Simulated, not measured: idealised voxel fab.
The document below concerns the process module designated voxel wiring stack.
Displayed cross-section: cut, width of 200 nm, square cells sized 5 nm.
Format of a cross-section: grid, square cells. Given as bands. Order: top down. Band: one or more rows of cells.
Heights first: top, then bottom, in nm. Then materials, left to right, each with a width in nm. "all across" on a single material: fills the band edge to edge. "air": empty space.
Basically, 0 is our baseline, since under it the wafer straight out of the box is all one material. The bottom band has no lower end and keeps on going down, so it looks like "z 0 and below".
Note: "30->40" means the width goes from the first number (top row of the band) to the second number (bottom row) in equal steps per row of cells.
For the purposes of this document, the phrase "nothing altered" attached to a step denotes that no cell within the cross-section was modified by that step.
Closed-off voids of 8+ cells (no open route to the top) go in "Closed void listing", written width x height at distance from the left edge, in nm.
On a step's line, text after the settings is the simulator commenting on that step.
If you see "overlay nm" on a step's line and that step has a mask, it's telling you how far right of where it was planned the mask ended up; a negative number means it went left instead.
How should the pairs below be read? Each gives the cross-section before one process step and the cross-section after it, the latter drawn only to the lowest band that changed; the step that lies between them, with its settings, appears under the pair. Does a pair pick up where the pair above left off? Only where its entry headed "Ahead of processing" says so, since pairs can come from different runs of this module on the same starting wafer.
Ahead of processing:
> z 155 to 135 | 30 nm SiO2, 15 nm air, 95 nm SiO2, 15 nm air, 45 nm SiO2
> z 135 to 130 | 30 nm SiCN, 15 nm air, 95 nm SiCN, 15 nm air, 45 nm SiCN
> z 130 to 120 | 40 nm Cu, 5 nm TiN, 10 nm lowk, 5 nm TiN, 20 nm Cu, 5 nm TiN, 25 nm lowk, 5 nm TiN, 35 nm Cu, 5 nm TiN, 10 nm lowk, 5 nm TiN, 30 nm Cu
> z 120 to 115 | 35 nm TiN, 5 nm Cu, 5 nm TiN, 10 nm lowk, 30 nm TiN, 25 nm lowk, 35 nm TiN, 5 nm Cu, 5 nm TiN, 10 nm lowk, 35 nm TiN
> z 115 to 100 | 30 nm lowk, 5 nm TiN, 5 nm Cu, 5 nm TiN, 95 nm lowk, 5 nm TiN, 5 nm Cu, 5 nm TiN, 45 nm lowk
> z 100 to 95 | 30 nm SiCN, 15 nm TiN, 95 nm SiCN, 15 nm TiN, 45 nm SiCN
> z 95 to 90 | 25 nm SiCN, 35 nm Ru, 20 nm SiCN, 35 nm Ru, 20 nm SiCN, 35 nm Ru, 30 nm SiCN
> z 90 to 70 | 30 nm lowk, 5 nm TiN, 15 nm Ru, 5 nm TiN, 30 nm lowk, 5 nm TiN, 15 nm Ru, 5 nm TiN, 30 nm lowk, 5 nm TiN, 15 nm Ru, 5 nm TiN, 35 nm lowk
> z 70 to 65 | 30 nm SiN, 25 nm TiN, 30 nm SiN, 25 nm TiN, 30 nm SiN, 25 nm TiN, 35 nm SiN
> z 65 to 45 | 30 nm lowk, 15 nm Ru, 95 nm lowk, 15 nm Ru, 45 nm lowk
> z 45 to 40 | 30 nm SiCN, 15 nm Ru, 95 nm SiCN, 15 nm Ru, 45 nm SiCN
> z 40 to 35 | 25 nm SiCN, 35 nm Ru, 20 nm SiCN, 35 nm Ru, 20 nm SiCN, 35 nm Ru, 30 nm SiCN
> z 35 to 20 | 30 nm SiO2, 5 nm TiN, 15 nm Cu, 5 nm TiN, 30 nm SiO2, 5 nm TiN, 15 nm Cu, 5 nm TiN, 30 nm SiO2, 5 nm TiN, 15 nm Cu, 5 nm TiN, 35 nm SiO2
> z 20 to 15 | 30 nm SiN, 25 nm TiN, 30 nm SiN, 25 nm TiN, 30 nm SiN, 25 nm TiN, 35 nm SiN
> z 15 to 0 | SiO2 all across
> z 0 and below | Si all across
> Closed void listing: none
after:
> z 155 to 140 | 30 nm SiO2, 15 nm air, 95 nm SiO2, 15 nm air, 45 nm SiO2
> z 140 to 135 | 30 nm SiO2, 15 nm Ru, 95 nm SiO2, 15 nm Ru, 45 nm SiO2
> z 135 to 130 | 30 nm SiCN, 15 nm Ru, 95 nm SiCN, 15 nm Ru, 45 nm SiCN
> below 130: unchanged
> Closed void listing: none
The before and after cross-sections above are linked by EPI (material Ru; thk nm 10)
Ahead of processing: just use the after drawing of the pair above as your starting point.
after:
> z 155 to 150 | 30 nm SiO2, 15 nm air, 95 nm SiO2, 15 nm air, 45 nm SiO2
> z 150 to 135 | 30 nm SiO2, 15 nm Ru, 95 nm SiO2, 15 nm Ru, 45 nm SiO2
> below 135: unchanged
> Closed void listing: none
The before and after cross-sections above are linked by EPI (material Ru; thk nm 10)
Ahead of processing: just use the after drawing of the pair above as your starting point.
after:
> z 155 to 135 | 30 nm SiO2, 15 nm Ru, 95 nm SiO2, 15 nm Ru, 45 nm SiO2
> below 135: unchanged
> Closed void listing: none
The before and after cross-sections above are linked by EPI (material Ru; thk nm 5)
Ahead of processing: just use the after drawing of the pair above as your starting point.
after:
> z 160 to 155 | SiN all across
> below 155: unchanged
> Closed void listing: none
The before and after cross-sections above are linked by CONFORMAL_DEP (material SiN; thk nm 5)
Ahead of processing: just use the after drawing of the pair above as your starting point.
after:
> z 185 to 160 | SiO2 all across
> below 160: unchanged
> Closed void listing: none
The before and after cross-sections above are linked by DIRECTIONAL_DEP (material SiO2; thk nm 25)
Ahead of processing: just use the after drawing of the pair above as your starting point.
after:
> z 205 to 185 | 30 nm resist, 25 nm air, 30 nm resist, 25 nm air, 30 nm resist, 25 nm air, 35 nm resist
> below 185: unchanged
> Closed void listing: none
The before and after cross-sections above are linked by PATTERN (tone open; mask id METAL_4; material resist; width nm 25; pitch nm 55; thk nm 20; overlay nm 0)
Ahead of processing: just use the after drawing of the pair above as your starting point.
after:
> z 205 to 185 | 30 nm resist, 25 nm air, 30 nm resist, 25 nm air, 30 nm resist, 25 nm air, 35 nm resist
> z 185 to 160 | 30 nm SiO2, 25 nm air, 30 nm SiO2, 25 nm air, 30 nm SiO2, 25 nm air, 35 nm SiO2
> below 160: unchanged
> Closed void listing: none
The before and after cross-sections above are linked by DIRECTIONAL_ETCH (etch materials SiO2; depth nm 25)
Ahead of processing: just use the after drawing of the pair above as your starting point.
after:
> z 205 to 185 | 30 nm resist, 25 nm air, 30 nm resist, 25 nm air, 30 nm resist, 25 nm air, 35 nm resist
> z 185 to 160 | 30 nm SiO2, 25 nm air, 30 nm SiO2, 25 nm air, 30 nm SiO2, 25 nm air, 35 nm SiO2
> z 160 to 155 | 30 nm SiN, 25 nm air, 30 nm SiN, 25 nm air, 30 nm SiN, 25 nm air, 35 nm SiN
> below 155: unchanged
> Closed void listing: none
The before and after cross-sections above are linked by DIRECTIONAL_ETCH (etch materials SiN; depth nm 5)
Ahead of processing: just use the after drawing of the pair above as your starting point.
after:
> z 185 to 160 | 30 nm SiO2, 25 nm air, 30 nm SiO2, 25 nm air, 30 nm SiO2, 25 nm air, 35 nm SiO2
> below 160: unchanged
> Closed void listing: none
The before and after cross-sections above are linked by STRIP (etch materials resist)
Ahead of processing: just use the after drawing of the pair above as your starting point.
after:
> z 190 to 185 | 35 nm TiN, 15 nm air, 40 nm TiN, 15 nm air, 40 nm TiN, 15 nm air, 40 nm TiN
> z 185 to 160 | 30 nm SiO2, 5 nm TiN, 15 nm air, 5 nm TiN, 30 nm SiO2, 5 nm TiN, 15 nm air, 5 nm TiN, 30 nm SiO2, 5 nm TiN, 15 nm air, 5 nm TiN, 35 nm SiO2
> z 160 to 155 | 30 nm SiN, 25 nm TiN, 30 nm SiN, 25 nm TiN, 30 nm SiN, 25 nm TiN, 35 nm SiN
> below 155: unchanged
> Closed void listing: none
The before and after cross-sections above are linked by CONFORMAL_DEP (material TiN; thk nm 5)
Ahead of processing: just use the after drawing of the pair above as your starting point.
after:
> z 195 to 190 | Cu all across
> z 190 to 185 | 35 nm TiN, 15 nm Cu, 40 nm TiN, 15 nm Cu, 40 nm TiN, 15 nm Cu, 40 nm TiN
> z 185 to 160 | 30 nm SiO2, 5 nm TiN, 15 nm Cu, 5 nm TiN, 30 nm SiO2, 5 nm TiN, 15 nm Cu, 5 nm TiN, 30 nm SiO2, 5 nm TiN, 15 nm Cu, 5 nm TiN, 35 nm SiO2
> below 160: unchanged
> Closed void listing: none
The before and after cross-sections above are linked by FILL_DEP (material Cu; thk nm 5)
Ahead of processing: just use the after drawing of the pair above as your starting point.
after:
> z 185 to 160 | 30 nm SiO2, 5 nm TiN, 15 nm Cu, 5 nm TiN, 30 nm SiO2, 5 nm TiN, 15 nm Cu, 5 nm TiN, 30 nm SiO2, 5 nm TiN, 15 nm Cu, 5 nm TiN, 35 nm SiO2
> below 160: unchanged
> Closed void listing: none
The before and after cross-sections above are linked by CMP (height nm 185)
Ahead of processing: just use the after drawing of the pair above as your starting point.
after:
> z 190 to 185 | SiN all across
> below 185: unchanged
> Closed void listing: none
The before and after cross-sections above are linked by CONFORMAL_DEP (material SiN; thk nm 5)
